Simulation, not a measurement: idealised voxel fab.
Title: Process Module voxel transistor to metal
In the cross-section labelled cut, the width is 190 nm and each square cell is 5 nm.
How to read a cross-section here: the picture is a grid of square cells, written as bands going from the top down, and any band can span one or more rows of cells.
A band entry consists of two parts. The first gives the height of the band's top and the height of its bottom, in nm. The rest lists the band's materials from left to right, each with its width in nm. A single material labelled with the word "everywhere" fills the band from edge to edge, and the word "blank" marks empty space.
Convention: height 0 is the level below which the wafer, as received, is all one material. The lowest band does not terminate at the bottom but continues downward, represented as "0 down".
Per-row width for "30->40": begins at first number (top row of band), ends at second number (bottom row), increment between rows held constant.
"no alterations made", as given for a step, is the statement that not any cell of the cross-section underwent a change during that step.
"Completely enclosed voids" lists enclosed empty spaces (at least 8 cells, no open path upward to the top), each as width x height at distance from the left edge, in nm.
Heads up: the bit after the settings on a step's line is the simulator's remark on that step.
"overlay nm", when on a step's line for a step with a mask, measures how far to the right of its planned place the mask lay; a negative measure means to the left.
Each of the pairs that make up the rest of this document says: here is the cross-section before one process step, here is the cross-section after it, drawn only down to the lowest band that changed, and here, under the pair, is the step lying between them with its settings. Different pairs may come from different runs of this module on the same starting wafer, so a pair continues from the pair above it only where its entry headed "Pre-processing view" says so.
Pre-processing view:
- 85 to 70  resist (55), then blank (15), then resist (45), then blank (15), then resist (60)
- 70 to 50  lowk (55), then blank (15), then lowk (45), then blank (15), then lowk (60)
- 50 to 45  SiN everywhere
- 45 to 35  SiO2 (55), then TiN (5), then Ru (15->10), then TiN (5->10), then SiO2 (25), then TiN (5->15), then Ru (15->5), then TiN (5), then SiO2 (60)
- 35 to 20  SiO2 (55), then TiN (5), then Ru (10), then TiN (5), then SiN (5), then SiO2 (5), then SiCN (20), then TiN (5), then SiN (5), then TiN (5), then Ru (5), then TiN (5), then SiO2 (60)
- 20 to 10  SiO2 (55), then TiN (5), then Ru (10), then TiN (5), then SiN (5), then SiO2 (5), then polySi (20), then TiN (5), then SiN (5), then TiN (5), then Ru (5), then TiN (5), then SiO2 (60)
- 10 to 5  SiO2 (55), then TiN (20), then SiN (5), then SiO2 (5), then polySi (20), then TiN (5), then SiN (5), then TiN (15), then SiO2 (60)
- 5 to -5  SiO2 (55), then TiN (5), then SiGe (15), then SiN (5), then SiO2 (5), then polySi (20), then TiN (5), then SiN (5), then SiGe (15), then SiO2 (60)
- -5 to -10  SiO2 (55), then TiN (5), then SiGe (15), then SiO2 (30), then TiN (5), then SiO2 (5), then SiGe (15), then SiO2 (60)
- -10 to -25  SiO2 (50), then SiGe (25), then Si (40), then SiGe (20), then SiO2 (55)
- -25 to -30  SiO2 (50), then Si (85), then SiO2 (55)
- -30 down  Si everywhere
- Completely enclosed voids: none
Cut View, Post-Step:
- 85 to 70  resist (55), then blank (15), then resist (45), then blank (15), then resist (60)
- 70 to 50  lowk (55), then blank (15), then lowk (45), then blank (15), then lowk (60)
- 50 to 45  SiN (55), then blank (15), then SiN (45), then blank (15), then SiN (60)
- Unchanged below 45.
- Completely enclosed voids: none
Between the two cross-sections shown above lies DIRECTIONAL_ETCH: etch materials SiN, depth nm 5
Pre-processing view: The structure entering this step is exactly what the pair just above shows after its step.
Cut View, Post-Step:
- 70 to 50  lowk (55), then blank (15), then lowk (45), then blank (15), then lowk (60)
- Unchanged below 50.
- Completely enclosed voids: none
Between the two cross-sections shown above lies STRIP: etch materials resist
Pre-processing view: The structure entering this step is exactly what the pair just above shows after its step.
Cut View, Post-Step:
- 75 to 70  TiN (60), then blank (5), then TiN (55), then blank (5), then TiN (65)
- 70 to 50  lowk (55), then TiN (5), then blank (5), then TiN (5), then lowk (45), then TiN (5), then blank (5), then TiN (5), then lowk (60)
- 50 to 45  SiN (55), then TiN (15), then SiN (45), then TiN (15), then SiN (60)
- Unchanged below 45.
- Completely enclosed voids: none
Between the two cross-sections shown above lies CONFORMAL_DEP: material TiN, thk nm 5
Pre-processing view: The structure entering this step is exactly what the pair just above shows after its step.
Cut View, Post-Step:
- 85 to 75  Cu everywhere
- 75 to 70  TiN (60), then Cu (5), then TiN (55), then Cu (5), then TiN (65)
- 70 to 50  lowk (55), then TiN (5), then Cu (5), then TiN (5), then lowk (45), then TiN (5), then Cu (5), then TiN (5), then lowk (60)
- Unchanged below 50.
- Completely enclosed voids: none
Between the two cross-sections shown above lies FILL_DEP: material Cu, thk nm 10
Pre-processing view: The structure entering this step is exactly what the pair just above shows after its step.
Cut View, Post-Step:
- 70 to 50  lowk (55), then TiN (5), then Cu (5), then TiN (5), then lowk (45), then TiN (5), then Cu (5), then TiN (5), then lowk (60)
- Unchanged below 50.
- Completely enclosed voids: none
Between the two cross-sections shown above lies CMP: height nm 70
Pre-processing view: The structure entering this step is exactly what the pair just above shows after its step.
Cut View, Post-Step:
- 75 to 70  SiN everywhere
- Unchanged below 70.
- Completely enclosed voids: none
Between the two cross-sections shown above lies CONFORMAL_DEP: material SiN, thk nm 5
Pre-processing view:
- 70 to 50  lowk everywhere
- 50 to 45  SiN everywhere
- 45 to 35  SiO2 (55), then TiN (5), then Ru (15->10), then TiN (5->10), then SiO2 (25), then TiN (5->10), then Ru (15->10), then TiN (5), then SiO2 (60)
- 35 to 20  SiO2 (55), then TiN (5), then Ru (10), then TiN (5), then SiN (5), then SiO2 (5), then SiCN (15), then SiO2 (5), then SiN (5), then TiN (5), then Ru (10), then TiN (5), then SiO2 (60)
- 20 to 10  SiO2 (55), then TiN (5), then Ru (10), then TiN (5), then SiN (5), then SiO2 (5), then polySi (15), then SiO2 (5), then SiN (5), then TiN (5), then Ru (10), then TiN (5), then SiO2 (60)
- 10 to 5  SiO2 (55), then TiN (20), then SiN (5), then SiO2 (5), then polySi (15), then SiO2 (5), then SiN (5), then TiN (20), then SiO2 (60)
- 5 to -5  SiO2 (55), then TiN (5), then SiGe (15), then SiN (5), then SiO2 (5), then polySi (15), then SiO2 (5), then SiN (5), then SiGe (15), then TiN (5), then SiO2 (60)
- -5 to -10  SiO2 (55), then TiN (5), then SiGe (15), then SiO2 (35), then SiGe (15), then TiN (5), then SiO2 (60)
- -10 to -25  SiO2 (50), then SiGe (25), then Si (35), then SiGe (25), then SiO2 (55)
- -25 to -30  SiO2 (50), then Si (85), then SiO2 (55)
- -30 down  Si everywhere
- Completely enclosed voids: none
Cut View, Post-Step:
- 85 to 70  resist (65), then blank (15), then resist (45), then blank (15), then resist (50)
- Unchanged below 70.
- Completely enclosed voids: none
Between the two cross-sections shown above lies PATTERN: tone open, mask id METAL_1, material resist, width nm 15, pitch nm 60, thk nm 15, overlay nm 10
Pre-processing view: The structure entering this step is exactly what the pair just above shows after its step.
Cut View, Post-Step:
- 85 to 70  resist (65), then blank (15), then resist (45), then blank (15), then resist (50)
- 70 to 50  lowk (65), then blank (15), then lowk (45), then blank (15), then lowk (50)
- Unchanged below 50.
- Completely enclosed voids: none
Between the two cross-sections shown above lies DIRECTIONAL_ETCH: etch materials lowk, depth nm 20
Pre-processing view: The structure entering this step is exactly what the pair just above shows after its step.
Cut View, Post-Step:
- 85 to 70  resist (65), then blank (15), then resist (45), then blank (15), then resist (50)
- 70 to 50  lowk (65), then blank (15), then lowk (45), then blank (15), then lowk (50)
- 50 to 45  SiN (65), then blank (15), then SiN (45), then blank (15), then SiN (50)
- Unchanged below 45.
- Completely enclosed voids: none
Between the two cross-sections shown above lies DIRECTIONAL_ETCH: etch materials SiN, depth nm 5
Pre-processing view: The structure entering this step is exactly what the pair just above shows after its step.
Cut View, Post-Step:
- 70 to 50  lowk (65), then blank (15), then lowk (45), then blank (15), then lowk (50)
- Unchanged below 50.
- Completely enclosed voids: none
Between the two cross-sections shown above lies STRIP: etch materials resist
Pre-processing view: The structure entering this step is exactly what the pair just above shows after its step.
Cut View, Post-Step:
- 75 to 70  TiN (70), then blank (5), then TiN (55), then blank (5), then TiN (55)
- 70 to 50  lowk (65), then TiN (5), then blank (5), then TiN (5), then lowk (45), then TiN (5), then blank (5), then TiN (5), then lowk (50)
- 50 to 45  SiN (65), then TiN (15), then SiN (45), then TiN (15), then SiN (50)
- Unchanged below 45.
- Completely enclosed voids: none
Between the two cross-sections shown above lies CONFORMAL_DEP: material TiN, thk nm 5
Pre-processing view: The structure entering this step is exactly what the pair just above shows after its step.
Cut View, Post-Step:
- 85 to 75  Cu everywhere
- 75 to 70  TiN (70), then Cu (5), then TiN (55), then Cu (5), then TiN (55)
- 70 to 50  lowk (65), then TiN (5), then Cu (5), then TiN (5), then lowk (45), then TiN (5), then Cu (5), then TiN (5), then lowk (50)
- Unchanged below 50.
- Completely enclosed voids: none
Between the two cross-sections shown above lies FILL_DEP: material Cu, thk nm 10
Pre-processing view: The structure entering this step is exactly what the pair just above shows after its step.
Cut View, Post-Step:
- 70 to 50  lowk (65), then TiN (5), then Cu (5), then TiN (5), then lowk (45), then TiN (5), then Cu (5), then TiN (5), then lowk (50)
- Unchanged below 50.
- Completely enclosed voids: none
Between the two cross-sections shown above lies CMP: height nm 70
Pre-processing view: The structure entering this step is exactly what the pair just above shows after its step.
Cut View, Post-Step:
- 75 to 70  SiN everywhere
- Unchanged below 70.
- Completely enclosed voids: none
Between the two cross-sections shown above lies CONFORMAL_DEP: material SiN, thk nm 5
Pre-processing view:
- 35 to 30  blank (75), then SiN (5), then blank (5), then SiCN (15), then blank (5), then SiN (5), then blank (80)
- 30 to 20  blank (75), then SiN (5), then SiO2 (5), then SiCN (15), then SiO2 (5), then SiN (5), then blank (80)
- 20 to 5  blank (75), then SiN (5), then SiO2 (5), then polySi (15), then SiO2 (5), then SiN (5), then blank (80)
- 5 to -5  blank (60), then SiGe (15), then SiN (5), then SiO2 (5), then polySi (15), then SiO2 (5), then SiN (5), then SiGe (15), then blank (65)
- -5 to -10  blank (60), then SiGe (15), then SiO2 (35), then SiGe (15), then blank (65)
- -10 to -25  SiO2 (50), then SiGe (25), then Si (35), then SiGe (25), then SiO2 (55)
- -25 to -30  SiO2 (50), then Si (85), then SiO2 (55)
- -30 down  Si everywhere
- Completely enclosed voids: none
Cut View, Post-Step:
- 40 to 35  lowk everywhere
- 35 to 30  lowk (75), then SiN (5), then lowk (5), then SiCN (15), then lowk (5), then SiN (5), then lowk (80)
- 30 to 20  lowk (75), then SiN (5), then SiO2 (5), then SiCN (15), then SiO2 (5), then SiN (5), then lowk (80)
- 20 to 5  lowk (75), then SiN (5), then SiO2 (5), then polySi (15), then SiO2 (5), then SiN (5), then lowk (80)
- 5 to -5  lowk (60), then SiGe (15), then SiN (5), then SiO2 (5), then polySi (15), then SiO2 (5), then SiN (5), then SiGe (15), then lowk (65)
- -5 to -10  lowk (60), then SiGe (15), then SiO2 (35), then SiGe (15), then lowk (65)
- Unchanged below -10.
- Completely enclosed voids: none
Between the two cross-sections shown above lies FILL_DEP: material lowk, thk nm 5
Pre-processing view: The structure entering this step is exactly what the pair just above shows after its step.
Cut View, Post-Step:
- 35 to 30  lowk (75), then SiN (5), then lowk (5), then SiCN (15), then lowk (5), then SiN (5), then lowk (80)
- Unchanged below 30.
- Completely enclosed voids: none
Between the two cross-sections shown above lies CMP: height nm 35
Pre-processing view: The structure entering this step is exactly what the pair just above shows after its step.
Cut View, Post-Step:
- 45 to 35  SiO2 everywhere
- Unchanged below 35.
- Completely enclosed voids: none
Between the two cross-sections shown above lies DIRECTIONAL_DEP: material SiO2, thk nm 10
Pre-processing view: The structure entering this step is exactly what the pair just above shows after its step.
Cut View, Post-Step:
- 60 to 45  aC everywhere
- Unchanged below 45.
- Completely enclosed voids: none
Between the two cross-sections shown above lies DIRECTIONAL_DEP: material aC, thk nm 15
Pre-processing view: The structure entering this step is exactly what the pair just above shows after its step.
Cut View, Post-Step:
- 95 to 60  resist (55), then blank (25), then resist (25), then blank (25), then resist (60)
- Unchanged below 60.
- Completely enclosed voids: none
Between the two cross-sections shown above lies PATTERN: tone open, mask id CONTACT, material resist, width nm 25, pitch nm 50, thk nm 35, overlay nm 0
Pre-processing view: The structure entering this step is exactly what the pair just above shows after its step.
Cut View, Post-Step:
- 80 to 60  resist (55), then blank (25), then resist (25), then blank (25), then resist (60)
- 60 to 45  aC (55), then blank (25), then aC (25), then blank (25), then aC (60)
- Unchanged below 45.
- Completely enclosed voids: none
Between the two cross-sections shown above lies DIRECTIONAL_ETCH: etch materials aC, depth nm 15
Pre-processing view: The structure entering this step is exactly what the pair just above shows after its step.
Cut View, Post-Step:
- 60 to 45  aC (55), then blank (25), then aC (25), then blank (25), then aC (60)
- Unchanged below 45.
- Completely enclosed voids: none
Between the two cross-sections shown above lies STRIP: etch materials resist
Pre-processing view: The structure entering this step is exactly what the pair just above shows after its step.
Cut View, Post-Step:
- 60 to 45  aC (55), then blank (25), then aC (25), then blank (25), then aC (60)
- 45 to 35  SiO2 (55), then blank (25), then SiO2 (25), then blank (25), then SiO2 (60)
- Unchanged below 35.
- Completely enclosed voids: none
Between the two cross-sections shown above lies DIRECTIONAL_ETCH: etch materials SiO2, depth nm 55
Pre-processing view: The structure entering this step is exactly what the pair just above shows after its step.
Cut View, Post-Step:
- 45 to 35  SiO2 (55), then blank (25), then SiO2 (25), then blank (25), then SiO2 (60)
- Unchanged below 35.
- Completely enclosed voids: none
Between the two cross-sections shown above lies STRIP: etch materials aC
Pre-processing view: The structure entering this step is exactly what the pair just above shows after its step.
Cut View, Post-Step:
- 50 to 45  TiN (60), then blank (15), then TiN (35), then blank (15), then TiN (65)
- 45 to 40  SiO2 (55), then TiN (5), then blank (15), then TiN (5), then SiO2 (25), then TiN (5), then blank (15), then TiN (5), then SiO2 (60)
- 40 to 35  SiO2 (55), then TiN (25), then SiO2 (25), then TiN (25), then SiO2 (60)
- Unchanged below 35.
- Completely enclosed voids: none
Between the two cross-sections shown above lies CONFORMAL_DEP: material TiN, thk nm 5
Pre-processing view: The structure entering this step is exactly what the pair just above shows after its step.
Cut View, Post-Step:
- 55 to 50  Ru everywhere
- 50 to 45  TiN (60), then Ru (15), then TiN (35), then Ru (15), then TiN (65)
- 45 to 40  SiO2 (55), then TiN (5), then Ru (15), then TiN (5), then SiO2 (25), then TiN (5), then Ru (15), then TiN (5), then SiO2 (60)
- Unchanged below 40.
- Completely enclosed voids: none
Between the two cross-sections shown above lies FILL_DEP: material Ru, thk nm 5
Pre-processing view: The structure entering this step is exactly what the pair just above shows after its step.
Cut View, Post-Step:
- 45 to 40  SiO2 (55), then TiN (5), then Ru (15), then TiN (5), then SiO2 (25), then TiN (5), then Ru (15), then TiN (5), then SiO2 (60)
- Unchanged below 40.
- Completely enclosed voids: none
Between the two cross-sections shown above lies CMP: height nm 45
Pre-processing view: The structure entering this step is exactly what the pair just above shows after its step.
Cut View, Post-Step:
- 50 to 45  SiN everywhere
- Unchanged below 45.
- Completely enclosed voids: none
Between the two cross-sections shown above lies CONFORMAL_DEP: material SiN, thk nm 5
Pre-processing view: The structure entering this step is exactly what the pair just above shows after its step.
Cut View, Post-Step:
- 70 to 50  lowk everywhere
- Unchanged below 50.
- Completely enclosed voids: none
Between the two cross-sections shown above lies DIRECTIONAL_DEP: material lowk, thk nm 20
Pre-processing view: The structure entering this step is exactly what the pair just above shows after its step.
Cut View, Post-Step:
- 85 to 70  resist (55), then blank (15), then resist (45), then blank (15), then resist (60)
- Unchanged below 70.
- Completely enclosed voids: none
Between the two cross-sections shown above lies PATTERN: tone open, mask id METAL_1, material resist, width nm 15, pitch nm 60, thk nm 15, overlay nm 0
Pre-processing view: The structure entering this step is exactly what the pair just above shows after its step.
Cut View, Post-Step:
- 85 to 70  resist (55), then blank (15), then resist (45), then blank (15), then resist (60)
- 70 to 50  lowk (55), then blank (15), then lowk (45), then blank (15), then lowk (60)
- Unchanged below 50.
- Completely enclosed voids: none
Between the two cross-sections shown above lies DIRECTIONAL_ETCH: etch materials lowk, depth nm 20
Pre-processing view: The structure entering this step is exactly what the pair just above shows after its step.
Cut View, Post-Step:
- 85 to 70  resist (55), then blank (15), then resist (45), then blank (15), then resist (60)
- 70 to 50  lowk (55), then blank (15), then lowk (45), then blank (15), then lowk (60)
- 50 to 45  SiN (55), then blank (15), then SiN (45), then blank (15), then SiN (60)
- Unchanged below 45.
- Completely enclosed voids: none
Between the two cross-sections shown above lies DIRECTIONAL_ETCH: etch materials SiN, depth nm 5
Pre-processing view: The structure entering this step is exactly what the pair just above shows after its step.
Cut View, Post-Step:
- 70 to 50  lowk (55), then blank (15), then lowk (45), then blank (15), then lowk (60)
- Unchanged below 50.
- Completely enclosed voids: none
Between the two cross-sections shown above lies STRIP: etch materials resist
Pre-processing view: The structure entering this step is exactly what the pair just above shows after its step.
Cut View, Post-Step:
- 75 to 70  TiN (60), then blank (5), then TiN (55), then blank (5), then TiN (65)
- 70 to 50  lowk (55), then TiN (5), then blank (5), then TiN (5), then lowk (45), then TiN (5), then blank (5), then TiN (5), then lowk (60)
- 50 to 45  SiN (55), then TiN (15), then SiN (45), then TiN (15), then SiN (60)
- Unchanged below 45.
- Completely enclosed voids: none
Between the two cross-sections shown above lies CONFORMAL_DEP: material TiN, thk nm 5
Pre-processing view: The structure entering this step is exactly what the pair just above shows after its step.
Cut View, Post-Step:
- 85 to 75  Cu everywhere
- 75 to 70  TiN (60), then Cu (5), then TiN (55), then Cu (5), then TiN (65)
- 70 to 50  lowk (55), then TiN (5), then Cu (5), then TiN (5), then lowk (45), then TiN (5), then Cu (5), then TiN (5), then lowk (60)
- Unchanged below 50.
- Completely enclosed voids: none
Between the two cross-sections shown above lies FILL_DEP: material Cu, thk nm 10
Pre-processing view: The structure entering this step is exactly what the pair just above shows after its step.
Cut View, Post-Step:
- 70 to 50  lowk (55), then TiN (5), then Cu (5), then TiN (5), then lowk (45), then TiN (5), then Cu (5), then TiN (5), then lowk (60)
- Unchanged below 50.
- Completely enclosed voids: none
Between the two cross-sections shown above lies CMP: height nm 70
Pre-processing view: The structure entering this step is exactly what the pair just above shows after its step.
Cut View, Post-Step:
- 75 to 70  SiN everywhere
- Unchanged below 70.
- Completely enclosed voids: none
Between the two cross-sections shown above lies CONFORMAL_DEP: material SiN, thk nm 5
Pre-processing view:
- 35 to 20  SiCN everywhere
- 20 to -5  polySi everywhere
- -5 to -10  SiO2 everywhere
- -10 to -30  SiO2 (50), then Si (85), then SiO2 (55)
- -30 down  Si everywhere
- Completely enclosed voids: none
Cut View, Post-Step:
- 50 to 35  resist (85), then blank (15), then resist (90)
- Unchanged below 35.
- Completely enclosed voids: none
Between the two cross-sections shown above lies PATTERN: tone open, mask id GATE, material resist, width nm 15, thk nm 15, overlay nm 0
Pre-processing view: The structure entering this step is exactly what the pair just above shows after its step.
Cut View, Post-Step:
- 50 to 35  resist (85), then blank (15), then resist (90)
- 35 to 20  SiCN (85), then blank (15), then SiCN (90)
- Unchanged below 20.
- Completely enclosed voids: none
Between the two cross-sections shown above lies DIRECTIONAL_ETCH: etch materials SiCN, depth nm 25
Pre-processing view: The structure entering this step is exactly what the pair just above shows after its step.
Cut View, Post-Step:
- 50 to 35  resist (85), then blank (15), then resist (90)
- 35 to 20  SiCN (85), then blank (15), then SiCN (90)
- 20 to -5  polySi (85), then blank (15), then polySi (90)
- Unchanged below -5.
- Completely enclosed voids: none
Between the two cross-sections shown above lies DIRECTIONAL_ETCH: etch materials polySi, depth nm 35
Pre-processing view: The structure entering this step is exactly what the pair just above shows after its step.
Cut View, Post-Step:
- 35 to 20  SiCN (85), then blank (15), then SiCN (90)
- Unchanged below 20.
- Completely enclosed voids: none
Between the two cross-sections shown above lies STRIP: etch materials resist
Pre-processing view: The structure entering this step is exactly what the pair just above shows after its step.
Cut View, Post-Step:
- 40 to 35  SiO2 (90), then blank (5), then SiO2 (95)
- 35 to 20  SiCN (85), then SiO2 (5), then blank (5), then SiO2 (5), then SiCN (90)
- 20 to 0  polySi (85), then SiO2 (5), then blank (5), then SiO2 (5), then polySi (90)
- 0 to -5  polySi (85), then SiO2 (15), then polySi (90)
- Unchanged below -5.
- Completely enclosed voids: none
Between the two cross-sections shown above lies CONFORMAL_DEP: material SiO2, thk nm 5
Pre-processing view: The structure entering this step is exactly what the pair just above shows after its step.
Cut View, Post-Step:
- 35 to 20  SiCN (85), then SiO2 (5), then blank (5), then SiO2 (5), then SiCN (90)
- 20 to -5  polySi (85), then SiO2 (5), then blank (5), then SiO2 (5), then polySi (90)
- Unchanged below -5.
- Completely enclosed voids: none
Between the two cross-sections shown above lies DIRECTIONAL_ETCH: etch materials SiO2, depth nm 5
Pre-processing view: The structure entering this step is exactly what the pair just above shows after its step.
Cut View, Post-Step:
- 40 to 35  SiN everywhere
- 35 to 20  SiCN (85), then SiO2 (5), then SiN (5), then SiO2 (5), then SiCN (90)
- 20 to -5  polySi (85), then SiO2 (5), then SiN (5), then SiO2 (5), then polySi (90)
- Unchanged below -5.
- Completely enclosed voids: none
Between the two cross-sections shown above lies CONFORMAL_DEP: material SiN, thk nm 5
Pre-processing view: The structure entering this step is exactly what the pair just above shows after its step.
Cut View, Post-Step:
- 35 to 20  SiCN (85), then SiO2 (5), then SiN (5), then SiO2 (5), then SiCN (90)
- Unchanged below 20.
- Completely enclosed voids: none
Between the two cross-sections shown above lies DIRECTIONAL_ETCH: etch materials SiN, depth nm 5
Pre-processing view: The structure entering this step is exactly what the pair just above shows after its step.
Cut View, Post-Step:
- 35 to 30  SiCN (85), then blank (5), then SiN (5), then blank (5), then SiCN (90)
- Unchanged below 30.
- Completely enclosed voids: none
Between the two cross-sections shown above lies DIRECTIONAL_ETCH: etch materials SiO2, depth nm 5
Pre-processing view: The structure entering this step is exactly what the pair just above shows after its step.
Cut View, Post-Step:
- 40 to 35  SiO2 everywhere
- 35 to 20  SiCN (85), then SiO2 (5), then SiN (5), then SiO2 (5), then SiCN (90)
- Unchanged below 20.
- Completely enclosed voids: none
Between the two cross-sections shown above lies FILL_DEP: material SiO2, thk nm 5
Pre-processing view: The structure entering this step is exactly what the pair just above shows after its step.
Cut View, Post-Step:
- 35 to 20  SiCN (85), then SiO2 (5), then SiN (5), then SiO2 (5), then SiCN (90)
- Unchanged below 20.
- Completely enclosed voids: none
Between the two cross-sections shown above lies CMP: height nm 35
Pre-processing view: The structure entering this step is exactly what the pair just above shows after its step.
Cut View, Post-Step:
- 45 to 35  SiO2 everywhere
- Unchanged below 35.
- Completely enclosed voids: none
Between the two cross-sections shown above lies DIRECTIONAL_DEP: material SiO2, thk nm 10
Pre-processing view: The structure entering this step is exactly what the pair just above shows after its step.
Cut View, Post-Step:
- 60 to 45  aC everywhere
- Unchanged below 45.
- Completely enclosed voids: none
Between the two cross-sections shown above lies DIRECTIONAL_DEP: material aC, thk nm 15
Pre-processing view: The structure entering this step is exactly what the pair just above shows after its step.
Cut View, Post-Step:
- 95 to 60  resist (55), then blank (25), then resist (25), then blank (25), then resist (60)
- Unchanged below 60.
- Completely enclosed voids: none
Between the two cross-sections shown above lies PATTERN: tone open, mask id CONTACT, material resist, width nm 25, pitch nm 50, thk nm 35, overlay nm 0
Pre-processing view: The structure entering this step is exactly what the pair just above shows after its step.
Cut View, Post-Step:
- 80 to 60  resist (55), then blank (25), then resist (25), then blank (25), then resist (60)
- 60 to 45  aC (55), then blank (25), then aC (25), then blank (25), then aC (60)
- Unchanged below 45.
- Completely enclosed voids: none
Between the two cross-sections shown above lies DIRECTIONAL_ETCH: etch materials aC, depth nm 15
Pre-processing view: The structure entering this step is exactly what the pair just above shows after its step.
Cut View, Post-Step:
- 60 to 45  aC (55), then blank (25), then aC (25), then blank (25), then aC (60)
- Unchanged below 45.
- Completely enclosed voids: none
Between the two cross-sections shown above lies STRIP: etch materials resist
Pre-processing view: The structure entering this step is exactly what the pair just above shows after its step.
Cut View, Post-Step:
- 60 to 45  aC (55), then blank (25), then aC (25), then blank (25), then aC (60)
- 45 to 35  SiO2 (55), then blank (25), then SiO2 (25), then blank (25), then SiO2 (60)
- Unchanged below 35.
- Completely enclosed voids: none
Between the two cross-sections shown above lies DIRECTIONAL_ETCH: etch materials SiO2, depth nm 55
Pre-processing view: The structure entering this step is exactly what the pair just above shows after its step.
Cut View, Post-Step:
- 45 to 35  SiO2 (55), then blank (25), then SiO2 (25), then blank (25), then SiO2 (60)
- Unchanged below 35.
- Completely enclosed voids: none
Between the two cross-sections shown above lies STRIP: etch materials aC
Pre-processing view: The structure entering this step is exactly what the pair just above shows after its step.
Cut View, Post-Step:
- 50 to 45  TiN (60), then blank (15), then TiN (35), then blank (15), then TiN (65)
- 45 to 40  SiO2 (55), then TiN (5), then blank (15), then TiN (5), then SiO2 (25), then TiN (5), then blank (15), then TiN (5), then SiO2 (60)
- 40 to 35  SiO2 (55), then TiN (25), then SiO2 (25), then TiN (25), then SiO2 (60)
- Unchanged below 35.
- Completely enclosed voids: none
Between the two cross-sections shown above lies CONFORMAL_DEP: material TiN, thk nm 5
Pre-processing view: The structure entering this step is exactly what the pair just above shows after its step.
Cut View, Post-Step:
- 55 to 50  Ru everywhere
- 50 to 45  TiN (60), then Ru (15), then TiN (35), then Ru (15), then TiN (65)
- 45 to 40  SiO2 (55), then TiN (5), then Ru (15), then TiN (5), then SiO2 (25), then TiN (5), then Ru (15), then TiN (5), then SiO2 (60)
- Unchanged below 40.
- Completely enclosed voids: none
Between the two cross-sections shown above lies FILL_DEP: material Ru, thk nm 5
Pre-processing view: The structure entering this step is exactly what the pair just above shows after its step.
Cut View, Post-Step:
- 45 to 40  SiO2 (55), then TiN (5), then Ru (15), then TiN (5), then SiO2 (25), then TiN (5), then Ru (15), then TiN (5), then SiO2 (60)
- Unchanged below 40.
- Completely enclosed voids: none
Between the two cross-sections shown above lies CMP: height nm 45
Pre-processing view: The structure entering this step is exactly what the pair just above shows after its step.
Cut View, Post-Step:
- 50 to 45  SiN everywhere
- Unchanged below 45.
- Completely enclosed voids: none
Between the two cross-sections shown above lies CONFORMAL_DEP: material SiN, thk nm 5
Pre-processing view: The structure entering this step is exactly what the pair just above shows after its step.
Cut View, Post-Step:
- 70 to 50  lowk everywhere
- Unchanged below 50.
- Completely enclosed voids: none
Between the two cross-sections shown above lies DIRECTIONAL_DEP: material lowk, thk nm 20
Pre-processing view: The structure entering this step is exactly what the pair just above shows after its step.
Cut View, Post-Step:
- 85 to 70  resist (55), then blank (15), then resist (45), then blank (15), then resist (60)
- Unchanged below 70.
- Completely enclosed voids: none
Between the two cross-sections shown above lies PATTERN: tone open, mask id METAL_1, material resist, width nm 15, pitch nm 60, thk nm 15, overlay nm 0
Pre-processing view: The structure entering this step is exactly what the pair just above shows after its step.
Cut View, Post-Step:
- 85 to 70  resist (55), then blank (15), then resist (45), then blank (15), then resist (60)
- 70 to 50  lowk (55), then blank (15), then lowk (45), then blank (15), then lowk (60)
- Unchanged below 50.
- Completely enclosed voids: none
Between the two cross-sections shown above lies DIRECTIONAL_ETCH: etch materials lowk, depth nm 20
Pre-processing view: The structure entering this step is exactly what the pair just above shows after its step.
Cut View, Post-Step:
- 85 to 70  resist (55), then blank (15), then resist (45), then blank (15), then resist (60)
- 70 to 50  lowk (55), then blank (15), then lowk (45), then blank (15), then lowk (60)
- 50 to 45  SiN (55), then blank (15), then SiN (45), then blank (15), then SiN (60)
- Unchanged below 45.
- Completely enclosed voids: none
Between the two cross-sections shown above lies DIRECTIONAL_ETCH: etch materials SiN, depth nm 5
Pre-processing view: The structure entering this step is exactly what the pair just above shows after its step.
Cut View, Post-Step:
- 70 to 50  lowk (55), then blank (15), then lowk (45), then blank (15), then lowk (60)
- Unchanged below 50.
- Completely enclosed voids: none
Between the two cross-sections shown above lies STRIP: etch materials resist
Pre-processing view: The structure entering this step is exactly what the pair just above shows after its step.
Cut View, Post-Step:
- 75 to 70  TiN (60), then blank (5), then TiN (55), then blank (5), then TiN (65)
- 70 to 50  lowk (55), then TiN (5), then blank (5), then TiN (5), then lowk (45), then TiN (5), then blank (5), then TiN (5), then lowk (60)
- 50 to 45  SiN (55), then TiN (15), then SiN (45), then TiN (15), then SiN (60)
- Unchanged below 45.
- Completely enclosed voids: none
Between the two cross-sections shown above lies CONFORMAL_DEP: material TiN, thk nm 5
Pre-processing view: The structure entering this step is exactly what the pair just above shows after its step.
Cut View, Post-Step:
- 85 to 75  Cu everywhere
- 75 to 70  TiN (60), then Cu (5), then TiN (55), then Cu (5), then TiN (65)
- 70 to 50  lowk (55), then TiN (5), then Cu (5), then TiN (5), then lowk (45), then TiN (5), then Cu (5), then TiN (5), then lowk (60)
- Unchanged below 50.
- Completely enclosed voids: none
Between the two cross-sections shown above lies FILL_DEP: material Cu, thk nm 10
Pre-processing view: The structure entering this step is exactly what the pair just above shows after its step.
Cut View, Post-Step:
- 70 to 50  lowk (55), then TiN (5), then Cu (5), then TiN (5), then lowk (45), then TiN (5), then Cu (5), then TiN (5), then lowk (60)
- Unchanged below 50.
- Completely enclosed voids: none
Between the two cross-sections shown above lies CMP: height nm 70
Pre-processing view: The structure entering this step is exactly what the pair just above shows after its step.
Cut View, Post-Step:
- 75 to 70  SiN everywhere
- Unchanged below 70.
- Completely enclosed voids: none
Between the two cross-sections shown above lies CONFORMAL_DEP: material SiN, thk nm 5
